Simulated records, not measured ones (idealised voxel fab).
The name of this process module is voxel transistor to metal.
Section cut is 270 nm wide and gridded with 5 nm square cells.
Bands, listed from the top down, are how a cross-section gets written in this document; the cross-section itself is a grid of square cells, and a band is one or more rows of them.
Quick guide to a band line: top height, bottom height (nm) up front; then every material left to right with its width in nm. Only one material and it's marked "all across"? Then it fills the band edge to edge. And "air" just means empty space.
Convention: height 0 is the level below which the wafer, as received, is all one material. The lowest band does not terminate at the bottom but continues downward, represented as "from 0 down".
When a width is written as two numbers, as in "30->40", the first number is the width in the top row of cells of the band and the second is the width in its bottom row, and the width changes by the same amount from each row to the next.
When a step is marked "no modification", none of the cells in the cross-section changed during that step.
Any empty space of 8 cells or more lacking an open way to the top shows up in "Catalogued sealed voids" as width x height at distance, distance from the left edge, in nm.
Where a step's line continues beyond its settings, the continuation is a remark by the simulator itself on that step.
When a step includes a mask, the "overlay nm" setting on its line states how far to the right of its planned place that mask lay, and negative values state how far to the left.
Note: before/after cross-section pairs follow, one process step per pair, after-side truncated at the lowest changed band, step and settings given beneath. Different runs of this module on the same starting wafer may supply the pairs; a pair continues the one above only where the "Incoming profile" entry says so.
# Incoming profile
    from 90 to 70 | 25 nm resist  15 nm air  60 nm resist  15 nm air  40 nm resist  15 nm air  60 nm resist  15 nm air  25 nm resist
    from 70 to 55 | 25 nm lowk  15 nm air  60 nm lowk  15 nm air  40 nm lowk  15 nm air  60 nm lowk  15 nm air  25 nm lowk
    from 55 to 50 | 25 nm SiN  15 nm air  60 nm SiN  15 nm air  40 nm SiN  15 nm air  60 nm SiN  15 nm air  25 nm SiN
    from 50 to 35 | 25 nm SiO2  5 nm TiN  5 nm Ru  5 nm TiN  60 nm SiO2  5 nm TiN  5 nm Ru  5 nm TiN  40 nm SiO2  5 nm TiN  5 nm Ru  5 nm TiN  60 nm SiO2  5 nm TiN  5 nm Ru  5 nm TiN  25 nm SiO2
    from 35 to 25 | 25 nm SiO2  5 nm TiN  5 nm Ru  5 nm TiN  10 nm SiO2  5 nm SiN  5 nm SiO2  20 nm SiCN  5 nm SiO2  5 nm SiN  10 nm SiO2  5 nm TiN  5 nm Ru  5 nm TiN  40 nm SiO2  5 nm TiN  5 nm Ru  5 nm TiN  10 nm SiO2  5 nm SiN  5 nm SiO2  20 nm SiCN  5 nm SiO2  5 nm SiN  10 nm SiO2  5 nm TiN  5 nm Ru  5 nm TiN  25 nm SiO2
    from 25 to 20 | 25 nm SiO2  5 nm TiN  5 nm Ru  5 nm TiN  10 nm SiO2  5 nm SiN  5 nm SiO2  20 nm polySi  5 nm SiO2  5 nm SiN  10 nm SiO2  5 nm TiN  5 nm Ru  5 nm TiN  40 nm SiO2  5 nm TiN  5 nm Ru  5 nm TiN  10 nm SiO2  5 nm SiN  5 nm SiO2  20 nm polySi  5 nm SiO2  5 nm SiN  10 nm SiO2  5 nm TiN  5 nm Ru  5 nm TiN  25 nm SiO2
    from 20 to 15 | 25 nm SiO2  15 nm TiN  10 nm SiO2  5 nm SiN  5 nm SiO2  20 nm polySi  5 nm SiO2  5 nm SiN  10 nm SiO2  15 nm TiN  40 nm SiO2  15 nm TiN  10 nm SiO2  5 nm SiN  5 nm SiO2  20 nm polySi  5 nm SiO2  5 nm SiN  10 nm SiO2  15 nm TiN  25 nm SiO2
    from 15 to 0 | 25 nm SiO2  5 nm TiN  20 nm pSi  5 nm SiN  5 nm SiO2  20 nm polySi  5 nm SiO2  5 nm SiN  20 nm pSi  5 nm TiN  40 nm SiO2  5 nm TiN  20 nm pSi  5 nm SiN  5 nm SiO2  20 nm polySi  5 nm SiO2  5 nm SiN  20 nm pSi  5 nm TiN  25 nm SiO2
    from 0 to -5 | 15 nm SiO2  35 nm pSi  40 nm SiO2  25 nm pSi  30 nm SiO2  35 nm pSi  40 nm SiO2  25 nm pSi  25 nm SiO2
    from -5 to -20 | 20 nm SiO2  30 nm pSi  40 nm Si  20 nm pSi  40 nm SiO2  30 nm pSi  40 nm Si  20 nm pSi  30 nm SiO2
    from -20 to -35 | 20 nm SiO2  90 nm Si  40 nm SiO2  90 nm Si  30 nm SiO2
    from -35 down | Si all across
    Catalogued sealed voids: none
# Post-Step Geometry
    from 70 to 55 | 25 nm lowk  15 nm air  60 nm lowk  15 nm air  40 nm lowk  15 nm air  60 nm lowk  15 nm air  25 nm lowk
    Below a height of 55, the structure has not been altered.
    Catalogued sealed voids: none
Formally, the process step situated between the two cross-sections above is STRIP: etch materials resist
Incoming profile: see the after view in the pair directly above.
# Post-Step Geometry
    from 75 to 70 | 30 nm TiN  5 nm air  70 nm TiN  5 nm air  50 nm TiN  5 nm air  70 nm TiN  5 nm air  30 nm TiN
    from 70 to 55 | 25 nm lowk  5 nm TiN  5 nm air  5 nm TiN  60 nm lowk  5 nm TiN  5 nm air  5 nm TiN  40 nm lowk  5 nm TiN  5 nm air  5 nm TiN  60 nm lowk  5 nm TiN  5 nm air  5 nm TiN  25 nm lowk
    from 55 to 50 | 25 nm SiN  15 nm TiN  60 nm SiN  15 nm TiN  40 nm SiN  15 nm TiN  60 nm SiN  15 nm TiN  25 nm SiN
    Below a height of 50, the structure has not been altered.
    Catalogued sealed voids: none
Formally, the process step situated between the two cross-sections above is CONFORMAL_DEP: material TiN, thk nm 5
Incoming profile: see the after view in the pair directly above.
# Post-Step Geometry
    from 80 to 75 | W all across
    from 75 to 70 | 30 nm TiN  5 nm W  70 nm TiN  5 nm W  50 nm TiN  5 nm W  70 nm TiN  5 nm W  30 nm TiN
    from 70 to 55 | 25 nm lowk  5 nm TiN  5 nm W  5 nm TiN  60 nm lowk  5 nm TiN  5 nm W  5 nm TiN  40 nm lowk  5 nm TiN  5 nm W  5 nm TiN  60 nm lowk  5 nm TiN  5 nm W  5 nm TiN  25 nm lowk
    Below a height of 55, the structure has not been altered.
    Catalogued sealed voids: none
Formally, the process step situated between the two cross-sections above is FILL_DEP: material W, thk nm 5
Incoming profile: see the after view in the pair directly above.
# Post-Step Geometry
    from 70 to 55 | 25 nm lowk  5 nm TiN  5 nm W  5 nm TiN  60 nm lowk  5 nm TiN  5 nm W  5 nm TiN  40 nm lowk  5 nm TiN  5 nm W  5 nm TiN  60 nm lowk  5 nm TiN  5 nm W  5 nm TiN  25 nm lowk
    Below a height of 55, the structure has not been altered.
    Catalogued sealed voids: none
Formally, the process step situated between the two cross-sections above is CMP: height nm 70
Incoming profile: see the after view in the pair directly above.
# Post-Step Geometry
    from 75 to 70 | 20 nm air  25 nm Ru  50 nm air  25 nm Ru  30 nm air  25 nm Ru  50 nm air  25 nm Ru  20 nm air
    Below a height of 70, the structure has not been altered.
    Catalogued sealed voids: none
Formally, the process step situated between the two cross-sections above is EPI: material Ru, thk nm 5
Incoming profile: see the after view in the pair directly above.
# Post-Step Geometry
    from 80 to 75 | SiCN all across
    from 75 to 70 | 20 nm SiCN  25 nm Ru  50 nm SiCN  25 nm Ru  30 nm SiCN  25 nm Ru  50 nm SiCN  25 nm Ru  20 nm SiCN
    Below a height of 70, the structure has not been altered.
    Catalogued sealed voids: none
Formally, the process step situated between the two cross-sections above is FILL_DEP: material SiCN, thk nm 5
# Incoming profile
    from 50 to 35 | 25 nm SiO2  15 nm air  60 nm SiO2  15 nm air  40 nm SiO2  15 nm air  60 nm SiO2  15 nm air  25 nm SiO2
    from 35 to 25 | 25 nm SiO2  15 nm air  10 nm SiO2  5 nm SiN  5 nm SiO2  20 nm SiCN  5 nm SiO2  5 nm SiN  10 nm SiO2  15 nm air  40 nm SiO2  15 nm air  10 nm SiO2  5 nm SiN  5 nm SiO2  20 nm SiCN  5 nm SiO2  5 nm SiN  10 nm SiO2  15 nm air  25 nm SiO2
    from 25 to 15 | 25 nm SiO2  15 nm air  10 nm SiO2  5 nm SiN  5 nm SiO2  20 nm polySi  5 nm SiO2  5 nm SiN  10 nm SiO2  15 nm air  40 nm SiO2  15 nm air  10 nm SiO2  5 nm SiN  5 nm SiO2  20 nm polySi  5 nm SiO2  5 nm SiN  10 nm SiO2  15 nm air  25 nm SiO2
    from 15 to 0 | 25 nm SiO2  5 nm air  20 nm pSi  5 nm SiN  5 nm SiO2  20 nm polySi  5 nm SiO2  5 nm SiN  20 nm pSi  5 nm air  40 nm SiO2  5 nm air  20 nm pSi  5 nm SiN  5 nm SiO2  20 nm polySi  5 nm SiO2  5 nm SiN  20 nm pSi  5 nm air  25 nm SiO2
    from 0 to -5 | 20 nm SiO2  30 nm pSi  40 nm SiO2  30 nm pSi  30 nm SiO2  30 nm pSi  40 nm SiO2  30 nm pSi  20 nm SiO2
    from -5 to -20 | 25 nm SiO2  25 nm pSi  40 nm Si  25 nm pSi  40 nm SiO2  25 nm pSi  40 nm Si  25 nm pSi  25 nm SiO2
    from -20 to -35 | 25 nm SiO2  90 nm Si  40 nm SiO2  90 nm Si  25 nm SiO2
    from -35 down | Si all across
    Catalogued sealed voids: none
# Post-Step Geometry
    from 55 to 50 | 30 nm SiCN  5 nm air  70 nm SiCN  5 nm air  50 nm SiCN  5 nm air  70 nm SiCN  5 nm air  30 nm SiCN
    from 50 to 35 | 25 nm SiO2  5 nm SiCN  5 nm air  5 nm SiCN  60 nm SiO2  5 nm SiCN  5 nm air  5 nm SiCN  40 nm SiO2  5 nm SiCN  5 nm air  5 nm SiCN  60 nm SiO2  5 nm SiCN  5 nm air  5 nm SiCN  25 nm SiO2
    from 35 to 25 | 25 nm SiO2  5 nm SiCN  5 nm air  5 nm SiCN  10 nm SiO2  5 nm SiN  5 nm SiO2  20 nm SiCN  5 nm SiO2  5 nm SiN  10 nm SiO2  5 nm SiCN  5 nm air  5 nm SiCN  40 nm SiO2  5 nm SiCN  5 nm air  5 nm SiCN  10 nm SiO2  5 nm SiN  5 nm SiO2  20 nm SiCN  5 nm SiO2  5 nm SiN  10 nm SiO2  5 nm SiCN  5 nm air  5 nm SiCN  25 nm SiO2
    from 25 to 20 | 25 nm SiO2  5 nm SiCN  5 nm air  5 nm SiCN  10 nm SiO2  5 nm SiN  5 nm SiO2  20 nm polySi  5 nm SiO2  5 nm SiN  10 nm SiO2  5 nm SiCN  5 nm air  5 nm SiCN  40 nm SiO2  5 nm SiCN  5 nm air  5 nm SiCN  10 nm SiO2  5 nm SiN  5 nm SiO2  20 nm polySi  5 nm SiO2  5 nm SiN  10 nm SiO2  5 nm SiCN  5 nm air  5 nm SiCN  25 nm SiO2
    from 20 to 15 | 25 nm SiO2  15 nm SiCN  10 nm SiO2  5 nm SiN  5 nm SiO2  20 nm polySi  5 nm SiO2  5 nm SiN  10 nm SiO2  15 nm SiCN  40 nm SiO2  15 nm SiCN  10 nm SiO2  5 nm SiN  5 nm SiO2  20 nm polySi  5 nm SiO2  5 nm SiN  10 nm SiO2  15 nm SiCN  25 nm SiO2
    from 15 to 0 | 25 nm SiO2  5 nm SiCN  20 nm pSi  5 nm SiN  5 nm SiO2  20 nm polySi  5 nm SiO2  5 nm SiN  20 nm pSi  5 nm SiCN  40 nm SiO2  5 nm SiCN  20 nm pSi  5 nm SiN  5 nm SiO2  20 nm polySi  5 nm SiO2  5 nm SiN  20 nm pSi  5 nm SiCN  25 nm SiO2
    Below a height of 0, the structure has not been altered.
    Catalogued sealed voids: none
Formally, the process step situated between the two cross-sections above is CONFORMAL_DEP: material SiCN, thk nm 5
Incoming profile: see the after view in the pair directly above.
# Post-Step Geometry
    from 65 to 55 | Ru all across
    from 55 to 50 | 30 nm SiCN  5 nm Ru  70 nm SiCN  5 nm Ru  50 nm SiCN  5 nm Ru  70 nm SiCN  5 nm Ru  30 nm SiCN
    from 50 to 35 | 25 nm SiO2  5 nm SiCN  5 nm Ru  5 nm SiCN  60 nm SiO2  5 nm SiCN  5 nm Ru  5 nm SiCN  40 nm SiO2  5 nm SiCN  5 nm Ru  5 nm SiCN  60 nm SiO2  5 nm SiCN  5 nm Ru  5 nm SiCN  25 nm SiO2
    from 35 to 25 | 25 nm SiO2  5 nm SiCN  5 nm Ru  5 nm SiCN  10 nm SiO2  5 nm SiN  5 nm SiO2  20 nm SiCN  5 nm SiO2  5 nm SiN  10 nm SiO2  5 nm SiCN  5 nm Ru  5 nm SiCN  40 nm SiO2  5 nm SiCN  5 nm Ru  5 nm SiCN  10 nm SiO2  5 nm SiN  5 nm SiO2  20 nm SiCN  5 nm SiO2  5 nm SiN  10 nm SiO2  5 nm SiCN  5 nm Ru  5 nm SiCN  25 nm SiO2
    from 25 to 20 | 25 nm SiO2  5 nm SiCN  5 nm Ru  5 nm SiCN  10 nm SiO2  5 nm SiN  5 nm SiO2  20 nm polySi  5 nm SiO2  5 nm SiN  10 nm SiO2  5 nm SiCN  5 nm Ru  5 nm SiCN  40 nm SiO2  5 nm SiCN  5 nm Ru  5 nm SiCN  10 nm SiO2  5 nm SiN  5 nm SiO2  20 nm polySi  5 nm SiO2  5 nm SiN  10 nm SiO2  5 nm SiCN  5 nm Ru  5 nm SiCN  25 nm SiO2
    Below a height of 20, the structure has not been altered.
    Catalogued sealed voids: none
Formally, the process step situated between the two cross-sections above is FILL_DEP: material Ru, thk nm 10
Incoming profile: see the after view in the pair directly above.
# Post-Step Geometry
    from 50 to 35 | 25 nm SiO2  5 nm SiCN  5 nm Ru  5 nm SiCN  60 nm SiO2  5 nm SiCN  5 nm Ru  5 nm SiCN  40 nm SiO2  5 nm SiCN  5 nm Ru  5 nm SiCN  60 nm SiO2  5 nm SiCN  5 nm Ru  5 nm SiCN  25 nm SiO2
    Below a height of 35, the structure has not been altered.
    Catalogued sealed voids: none
Formally, the process step situated between the two cross-sections above is CMP: height nm 50
Incoming profile: see the after view in the pair directly above.
# Post-Step Geometry
    from 55 to 50 | SiN all across
    Below a height of 50, the structure has not been altered.
    Catalogued sealed voids: none
Formally, the process step situated between the two cross-sections above is CONFORMAL_DEP: material SiN, thk nm 5
Incoming profile: see the after view in the pair directly above.
# Post-Step Geometry
    from 70 to 55 | lowk all across
    Below a height of 55, the structure has not been altered.
    Catalogued sealed voids: none
Formally, the process step situated between the two cross-sections above is DIRECTIONAL_DEP: material lowk, thk nm 15
Incoming profile: see the after view in the pair directly above.
# Post-Step Geometry
    from 90 to 70 | 25 nm resist  15 nm air  60 nm resist  15 nm air  40 nm resist  15 nm air  60 nm resist  15 nm air  25 nm resist
    Below a height of 70, the structure has not been altered.
    Catalogued sealed voids: none
Formally, the process step situated between the two cross-sections above is PATTERN: tone open, mask id METAL_1, material resist, width nm 15, thk nm 20, overlay nm 0
Incoming profile: see the after view in the pair directly above.
# Post-Step Geometry
    from 90 to 70 | 25 nm resist  15 nm air  60 nm resist  15 nm air  40 nm resist  15 nm air  60 nm resist  15 nm air  25 nm resist
    from 70 to 55 | 25 nm lowk  15 nm air  60 nm lowk  15 nm air  40 nm lowk  15 nm air  60 nm lowk  15 nm air  25 nm lowk
    Below a height of 55, the structure has not been altered.
    Catalogued sealed voids: none
Formally, the process step situated between the two cross-sections above is DIRECTIONAL_ETCH: etch materials lowk, depth nm 15
Incoming profile: see the after view in the pair directly above.
# Post-Step Geometry
    from 90 to 70 | 25 nm resist  15 nm air  60 nm resist  15 nm air  40 nm resist  15 nm air  60 nm resist  15 nm air  25 nm resist
    from 70 to 55 | 25 nm lowk  15 nm air  60 nm lowk  15 nm air  40 nm lowk  15 nm air  60 nm lowk  15 nm air  25 nm lowk
    from 55 to 50 | 25 nm SiN  15 nm air  60 nm SiN  15 nm air  40 nm SiN  15 nm air  60 nm SiN  15 nm air  25 nm SiN
    Below a height of 50, the structure has not been altered.
    Catalogued sealed voids: none
Formally, the process step situated between the two cross-sections above is DIRECTIONAL_ETCH: etch materials SiN, depth nm 5
Incoming profile: see the after view in the pair directly above.
# Post-Step Geometry
    from 70 to 55 | 25 nm lowk  15 nm air  60 nm lowk  15 nm air  40 nm lowk  15 nm air  60 nm lowk  15 nm air  25 nm lowk
    Below a height of 55, the structure has not been altered.
    Catalogued sealed voids: none
Formally, the process step situated between the two cross-sections above is STRIP: etch materials resist
Incoming profile: see the after view in the pair directly above.
# Post-Step Geometry
    from 75 to 70 | 30 nm TiN  5 nm air  70 nm TiN  5 nm air  50 nm TiN  5 nm air  70 nm TiN  5 nm air  30 nm TiN
    from 70 to 55 | 25 nm lowk  5 nm TiN  5 nm air  5 nm TiN  60 nm lowk  5 nm TiN  5 nm air  5 nm TiN  40 nm lowk  5 nm TiN  5 nm air  5 nm TiN  60 nm lowk  5 nm TiN  5 nm air  5 nm TiN  25 nm lowk
    from 55 to 50 | 25 nm SiN  15 nm TiN  60 nm SiN  15 nm TiN  40 nm SiN  15 nm TiN  60 nm SiN  15 nm TiN  25 nm SiN
    Below a height of 50, the structure has not been altered.
    Catalogued sealed voids: none
Formally, the process step situated between the two cross-sections above is CONFORMAL_DEP: material TiN, thk nm 5
Incoming profile: see the after view in the pair directly above.
# Post-Step Geometry
    from 80 to 75 | W all across
    from 75 to 70 | 30 nm TiN  5 nm W  70 nm TiN  5 nm W  50 nm TiN  5 nm W  70 nm TiN  5 nm W  30 nm TiN
    from 70 to 55 | 25 nm lowk  5 nm TiN  5 nm W  5 nm TiN  60 nm lowk  5 nm TiN  5 nm W  5 nm TiN  40 nm lowk  5 nm TiN  5 nm W  5 nm TiN  60 nm lowk  5 nm TiN  5 nm W  5 nm TiN  25 nm lowk
    Below a height of 55, the structure has not been altered.
    Catalogued sealed voids: none
Formally, the process step situated between the two cross-sections above is FILL_DEP: material W, thk nm 5
Incoming profile: see the after view in the pair directly above.
# Post-Step Geometry
    from 70 to 55 | 25 nm lowk  5 nm TiN  5 nm W  5 nm TiN  60 nm lowk  5 nm TiN  5 nm W  5 nm TiN  40 nm lowk  5 nm TiN  5 nm W  5 nm TiN  60 nm lowk  5 nm TiN  5 nm W  5 nm TiN  25 nm lowk
    Below a height of 55, the structure has not been altered.
    Catalogued sealed voids: none
Formally, the process step situated between the two cross-sections above is CMP: height nm 70
Incoming profile: see the after view in the pair directly above.
# Post-Step Geometry
    from 75 to 70 | 20 nm air  25 nm Ru  50 nm air  25 nm Ru  30 nm air  25 nm Ru  50 nm air  25 nm Ru  20 nm air
    Below a height of 70, the structure has not been altered.
    Catalogued sealed voids: none
Formally, the process step situated between the two cross-sections above is EPI: material Ru, thk nm 5
Incoming profile: see the after view in the pair directly above.
# Post-Step Geometry
    from 80 to 75 | SiCN all across
    from 75 to 70 | 20 nm SiCN  25 nm Ru  50 nm SiCN  25 nm Ru  30 nm SiCN  25 nm Ru  50 nm SiCN  25 nm Ru  20 nm SiCN
    Below a height of 70, the structure has not been altered.
    Catalogued sealed voids: none
Formally, the process step situated between the two cross-sections above is FILL_DEP: material SiCN, thk nm 5
# Incoming profile
    from 50 to 35 | SiO2 all across
    from 35 to 25 | 50 nm SiO2  5 nm SiN  5 nm SiO2  20 nm SiCN  5 nm SiO2  5 nm SiN  90 nm SiO2  5 nm SiN  5 nm SiO2  20 nm SiCN  5 nm SiO2  5 nm SiN  50 nm SiO2
    from 25 to 15 | 50 nm SiO2  5 nm SiN  5 nm SiO2  20 nm polySi  5 nm SiO2  5 nm SiN  90 nm SiO2  5 nm SiN  5 nm SiO2  20 nm polySi  5 nm SiO2  5 nm SiN  50 nm SiO2
    from 15 to 0 | 30 nm SiO2  20 nm pSi  5 nm SiN  5 nm SiO2  20 nm polySi  5 nm SiO2  5 nm SiN  20 nm pSi  50 nm SiO2  20 nm pSi  5 nm SiN  5 nm SiO2  20 nm polySi  5 nm SiO2  5 nm SiN  20 nm pSi  30 nm SiO2
    from 0 to -5 | 20 nm SiO2  30 nm pSi  40 nm SiO2  30 nm pSi  30 nm SiO2  30 nm pSi  40 nm SiO2  30 nm pSi  20 nm SiO2
    from -5 to -20 | 25 nm SiO2  25 nm pSi  40 nm Si  25 nm pSi  40 nm SiO2  25 nm pSi  40 nm Si  25 nm pSi  25 nm SiO2
    from -20 to -35 | 25 nm SiO2  90 nm Si  40 nm SiO2  90 nm Si  25 nm SiO2
    from -35 down | Si all across
    Catalogued sealed voids: none
# Post-Step Geometry
    from 50 to 35 | 25 nm air  15 nm SiO2  60 nm air  15 nm SiO2  40 nm air  15 nm SiO2  60 nm air  15 nm SiO2  25 nm air
    from 35 to 25 | 25 nm air  15 nm SiO2  10 nm air  5 nm SiN  5 nm air  20 nm SiCN  5 nm air  5 nm SiN  10 nm air  15 nm SiO2  40 nm air  15 nm SiO2  10 nm air  5 nm SiN  5 nm air  20 nm SiCN  5 nm air  5 nm SiN  10 nm air  15 nm SiO2  25 nm air
    from 25 to 15 | 25 nm air  15 nm SiO2  10 nm air  5 nm SiN  5 nm air  20 nm polySi  5 nm air  5 nm SiN  10 nm air  15 nm SiO2  40 nm air  15 nm SiO2  10 nm air  5 nm SiN  5 nm air  20 nm polySi  5 nm air  5 nm SiN  10 nm air  15 nm SiO2  25 nm air
    from 15 to 0 | 25 nm air  5 nm SiO2  20 nm pSi  5 nm SiN  5 nm air  20 nm polySi  5 nm air  5 nm SiN  20 nm pSi  5 nm SiO2  40 nm air  5 nm SiO2  20 nm pSi  5 nm SiN  5 nm air  20 nm polySi  5 nm air  5 nm SiN  20 nm pSi  5 nm SiO2  25 nm air
    Below a height of 0, the structure has not been altered.
    Catalogued sealed voids: none
Formally, the process step situated between the two cross-sections above is MASKED_ETCH: tone cover, mask id CONTACT, width nm 15, etch materials SiO2, depth nm 50, overlay nm 0
Incoming profile: see the after view in the pair directly above.
# Post-Step Geometry
    from 55 to 50 | 20 nm air  25 nm TiN  50 nm air  25 nm TiN  30 nm air  25 nm TiN  50 nm air  25 nm TiN  20 nm air
    from 50 to 40 | 20 nm air  5 nm TiN  15 nm SiO2  5 nm TiN  50 nm air  5 nm TiN  15 nm SiO2  5 nm TiN  30 nm air  5 nm TiN  15 nm SiO2  5 nm TiN  50 nm air  5 nm TiN  15 nm SiO2  5 nm TiN  20 nm air
    from 40 to 35 | 20 nm air  5 nm TiN  15 nm SiO2  60 nm TiN  15 nm SiO2  5 nm TiN  30 nm air  5 nm TiN  15 nm SiO2  60 nm TiN  15 nm SiO2  5 nm TiN  20 nm air
    from 35 to 25 | 20 nm air  5 nm TiN  15 nm SiO2  10 nm TiN  5 nm SiN  5 nm TiN  20 nm SiCN  5 nm TiN  5 nm SiN  10 nm TiN  15 nm SiO2  5 nm TiN  30 nm air  5 nm TiN  15 nm SiO2  10 nm TiN  5 nm SiN  5 nm TiN  20 nm SiCN  5 nm TiN  5 nm SiN  10 nm TiN  15 nm SiO2  5 nm TiN  20 nm air
    from 25 to 15 | 20 nm air  5 nm TiN  15 nm SiO2  10 nm TiN  5 nm SiN  5 nm TiN  20 nm polySi  5 nm TiN  5 nm SiN  10 nm TiN  15 nm SiO2  5 nm TiN  30 nm air  5 nm TiN  15 nm SiO2  10 nm TiN  5 nm SiN  5 nm TiN  20 nm polySi  5 nm TiN  5 nm SiN  10 nm TiN  15 nm SiO2  5 nm TiN  20 nm air
    from 15 to 5 | 20 nm air  5 nm TiN  5 nm SiO2  20 nm pSi  5 nm SiN  5 nm TiN  20 nm polySi  5 nm TiN  5 nm SiN  20 nm pSi  5 nm SiO2  5 nm TiN  30 nm air  5 nm TiN  5 nm SiO2  20 nm pSi  5 nm SiN  5 nm TiN  20 nm polySi  5 nm TiN  5 nm SiN  20 nm pSi  5 nm SiO2  5 nm TiN  20 nm air
    from 5 to 0 | 25 nm TiN  5 nm SiO2  20 nm pSi  5 nm SiN  5 nm TiN  20 nm polySi  5 nm TiN  5 nm SiN  20 nm pSi  5 nm SiO2  40 nm TiN  5 nm SiO2  20 nm pSi  5 nm SiN  5 nm TiN  20 nm polySi  5 nm TiN  5 nm SiN  20 nm pSi  5 nm SiO2  25 nm TiN
    Below a height of 0, the structure has not been altered.
    Catalogued sealed voids: none
Formally, the process step situated between the two cross-sections above is CONFORMAL_DEP: material TiN, thk nm 5
Incoming profile: see the after view in the pair directly above.
# Post-Step Geometry
    from 65 to 55 | Ru all across
    from 55 to 50 | 20 nm Ru  25 nm TiN  50 nm Ru  25 nm TiN  30 nm Ru  25 nm TiN  50 nm Ru  25 nm TiN  20 nm Ru
    from 50 to 40 | 20 nm Ru  5 nm TiN  15 nm SiO2  5 nm TiN  50 nm Ru  5 nm TiN  15 nm SiO2  5 nm TiN  30 nm Ru  5 nm TiN  15 nm SiO2  5 nm TiN  50 nm Ru  5 nm TiN  15 nm SiO2  5 nm TiN  20 nm Ru
    from 40 to 35 | 20 nm Ru  5 nm TiN  15 nm SiO2  60 nm TiN  15 nm SiO2  5 nm TiN  30 nm Ru  5 nm TiN  15 nm SiO2  60 nm TiN  15 nm SiO2  5 nm TiN  20 nm Ru
    from 35 to 25 | 20 nm Ru  5 nm TiN  15 nm SiO2  10 nm TiN  5 nm SiN  5 nm TiN  20 nm SiCN  5 nm TiN  5 nm SiN  10 nm TiN  15 nm SiO2  5 nm TiN  30 nm Ru  5 nm TiN  15 nm SiO2  10 nm TiN  5 nm SiN  5 nm TiN  20 nm SiCN  5 nm TiN  5 nm SiN  10 nm TiN  15 nm SiO2  5 nm TiN  20 nm Ru
    from 25 to 15 | 20 nm Ru  5 nm TiN  15 nm SiO2  10 nm TiN  5 nm SiN  5 nm TiN  20 nm polySi  5 nm TiN  5 nm SiN  10 nm TiN  15 nm SiO2  5 nm TiN  30 nm Ru  5 nm TiN  15 nm SiO2  10 nm TiN  5 nm SiN  5 nm TiN  20 nm polySi  5 nm TiN  5 nm SiN  10 nm TiN  15 nm SiO2  5 nm TiN  20 nm Ru
    from 15 to 5 | 20 nm Ru  5 nm TiN  5 nm SiO2  20 nm pSi  5 nm SiN  5 nm TiN  20 nm polySi  5 nm TiN  5 nm SiN  20 nm pSi  5 nm SiO2  5 nm TiN  30 nm Ru  5 nm TiN  5 nm SiO2  20 nm pSi  5 nm SiN  5 nm TiN  20 nm polySi  5 nm TiN  5 nm SiN  20 nm pSi  5 nm SiO2  5 nm TiN  20 nm Ru
    Below a height of 5, the structure has not been altered.
    Catalogued sealed voids: none
Formally, the process step situated between the two cross-sections above is FILL_DEP: material Ru, thk nm 10
Incoming profile: see the after view in the pair directly above.
# Post-Step Geometry
    from 50 to 40 | 20 nm Ru  5 nm TiN  15 nm SiO2  5 nm TiN  50 nm Ru  5 nm TiN  15 nm SiO2  5 nm TiN  30 nm Ru  5 nm TiN  15 nm SiO2  5 nm TiN  50 nm Ru  5 nm TiN  15 nm SiO2  5 nm TiN  20 nm Ru
    Below a height of 40, the structure has not been altered.
    Catalogued sealed voids: none
Formally, the process step situated between the two cross-sections above is CMP: height nm 50
Incoming profile: see the after view in the pair directly above.
# Post-Step Geometry
    from 55 to 50 | SiN all across
    Below a height of 50, the structure has not been altered.
    Catalogued sealed voids: none
Formally, the process step situated between the two cross-sections above is CONFORMAL_DEP: material SiN, thk nm 5
Incoming profile: see the after view in the pair directly above.
# Post-Step Geometry
    from 70 to 55 | lowk all across
    Below a height of 55, the structure has not been altered.
    Catalogued sealed voids: none
Formally, the process step situated between the two cross-sections above is DIRECTIONAL_DEP: material lowk, thk nm 15
Incoming profile: see the after view in the pair directly above.
# Post-Step Geometry
    from 90 to 70 | 25 nm resist  15 nm air  60 nm resist  15 nm air  40 nm resist  15 nm air  60 nm resist  15 nm air  25 nm resist
    Below a height of 70, the structure has not been altered.
    Catalogued sealed voids: none
Formally, the process step situated between the two cross-sections above is PATTERN: tone open, mask id METAL_1, material resist, width nm 15, thk nm 20, overlay nm 0
Incoming profile: see the after view in the pair directly above.
# Post-Step Geometry
    from 90 to 70 | 25 nm resist  15 nm air  60 nm resist  15 nm air  40 nm resist  15 nm air  60 nm resist  15 nm air  25 nm resist
    from 70 to 55 | 25 nm lowk  15 nm air  60 nm lowk  15 nm air  40 nm lowk  15 nm air  60 nm lowk  15 nm air  25 nm lowk
    Below a height of 55, the structure has not been altered.
    Catalogued sealed voids: none
Formally, the process step situated between the two cross-sections above is DIRECTIONAL_ETCH: etch materials lowk, depth nm 15
Incoming profile: see the after view in the pair directly above.
# Post-Step Geometry
    from 90 to 70 | 25 nm resist  15 nm air  60 nm resist  15 nm air  40 nm resist  15 nm air  60 nm resist  15 nm air  25 nm resist
    from 70 to 55 | 25 nm lowk  15 nm air  60 nm lowk  15 nm air  40 nm lowk  15 nm air  60 nm lowk  15 nm air  25 nm lowk
    from 55 to 50 | 25 nm SiN  15 nm air  60 nm SiN  15 nm air  40 nm SiN  15 nm air  60 nm SiN  15 nm air  25 nm SiN
    Below a height of 50, the structure has not been altered.
    Catalogued sealed voids: none
Formally, the process step situated between the two cross-sections above is DIRECTIONAL_ETCH: etch materials SiN, depth nm 5
Incoming profile: see the after view in the pair directly above.
# Post-Step Geometry
    from 70 to 55 | 25 nm lowk  15 nm air  60 nm lowk  15 nm air  40 nm lowk  15 nm air  60 nm lowk  15 nm air  25 nm lowk
    Below a height of 55, the structure has not been altered.
    Catalogued sealed voids: none
Formally, the process step situated between the two cross-sections above is STRIP: etch materials resist
Incoming profile: see the after view in the pair directly above.
# Post-Step Geometry
    from 75 to 70 | 30 nm TiN  5 nm air  70 nm TiN  5 nm air  50 nm TiN  5 nm air  70 nm TiN  5 nm air  30 nm TiN
    from 70 to 55 | 25 nm lowk  5 nm TiN  5 nm air  5 nm TiN  60 nm lowk  5 nm TiN  5 nm air  5 nm TiN  40 nm lowk  5 nm TiN  5 nm air  5 nm TiN  60 nm lowk  5 nm TiN  5 nm air  5 nm TiN  25 nm lowk
    from 55 to 50 | 25 nm SiN  15 nm TiN  60 nm SiN  15 nm TiN  40 nm SiN  15 nm TiN  60 nm SiN  15 nm TiN  25 nm SiN
    Below a height of 50, the structure has not been altered.
    Catalogued sealed voids: none
Formally, the process step situated between the two cross-sections above is CONFORMAL_DEP: material TiN, thk nm 5
Incoming profile: see the after view in the pair directly above.
# Post-Step Geometry
    from 80 to 75 | W all across
    from 75 to 70 | 30 nm TiN  5 nm W  70 nm TiN  5 nm W  50 nm TiN  5 nm W  70 nm TiN  5 nm W  30 nm TiN
    from 70 to 55 | 25 nm lowk  5 nm TiN  5 nm W  5 nm TiN  60 nm lowk  5 nm TiN  5 nm W  5 nm TiN  40 nm lowk  5 nm TiN  5 nm W  5 nm TiN  60 nm lowk  5 nm TiN  5 nm W  5 nm TiN  25 nm lowk
    Below a height of 55, the structure has not been altered.
    Catalogued sealed voids: none
Formally, the process step situated between the two cross-sections above is FILL_DEP: material W, thk nm 5
